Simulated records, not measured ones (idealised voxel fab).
The following is a process module called voxel released beams.
cross-section cut | 165 nm wide | cells 5 nm
A cross-section is a grid of square cells, given in bands from the top down. A band is one or more rows of cells.
Look at the band entry: it leads with the top's height and the bottom's height in nm. Then it lists the materials left to right, with a width in nm for each. The word "all across" on a single material says that material fills the band edge to edge. The word "blank" is empty space.
Height 0 is the level under which the wafer as received is all one material. The lowest band goes on downwards, as in "0..down".
Think of "30..40" as a width that walks from the first number to the second as you go down the band, top row to bottom row, taking equal-sized steps from row to row.
Step marked "identical to before"? Then no cell in the cross-section changed in it.
Closed empty spaces (no open way to the top) of 8 cells or more are what "Enclosed internal cavities" lists, each as width x height at distance from the left edge, nm for all three.
Text after the settings on a step's line: the simulator's own remark on that step.
"overlay nm" answers the question of how far to the right of plan the mask lay on a step that has a mask, and when it is negative the answer is to the left.
### The process steps that were planned are listed below
1. RECEIVE, material Si
2. CONFORMAL_DEP, material Al2O3, thk nm 10
3. DIRECTIONAL_DEP, material SiO2, thk nm 15
4. PATTERN, tone open, mask id ANCHOR, material resist, width nm 30, thk nm 15, overlay nm 0
5. DIRECTIONAL_ETCH, etch materials SiO2, depth nm 5
6. STRIP, etch materials resist
7. CONFORMAL_DEP, material W, thk nm 10
8. PATTERN, tone cover, mask id BEAM, material resist, width nm 110, thk nm 20, overlay nm 0
9. DIRECTIONAL_ETCH, etch materials W, depth nm 10
10. STRIP, etch materials resist
11. STRIP, etch materials SiO2
Heads up: all these wafers start the same, and what changes between them is the depth nm in step 5. The value you see in the plan is just what the first wafer got.
### So this is the first of several wafers, cross-sectioned as it came to us, meaning it's at the end of step 1
	0..down  Si all across
	Enclosed internal cavities: none
### Module end state after final step 11: cross-section of the first of several wafers
	10..0  Al2O3 all across
	0..down  Si all across
	Enclosed internal cavities: none
### Cross-sectional depiction of the last of several wafers upon completion of the module
	35..25  25 blank; 15 W; 10 blank; 85 W; 30 blank
	25..20  30 blank; 10 W; 10 blank; 10 W; 105 blank
	20..10  30 blank; 30 W; 105 blank
	10..0  Al2O3 all across
	0..down  Si all across
	Enclosed internal cavities: none
### So in this table every wafer gets its own row, and what you see is where it stands at the end of the module: for each material, how many cells it picked up (+) or gave up (-) since we received it, and after that its closed voids
depth nm 5; +66 Al2O3; Enclosed internal cavities: none
depth nm 10; +66 Al2O3; Enclosed internal cavities: none
depth nm 15; +66 Al2O3; +56 W; Enclosed internal cavities: none
depth nm 20; +66 Al2O3; +56 W; Enclosed internal cavities: none
depth nm 25; +66 Al2O3; +56 W; Enclosed internal cavities: none
depth nm 30; +66 Al2O3; +56 W; Enclosed internal cavities: none
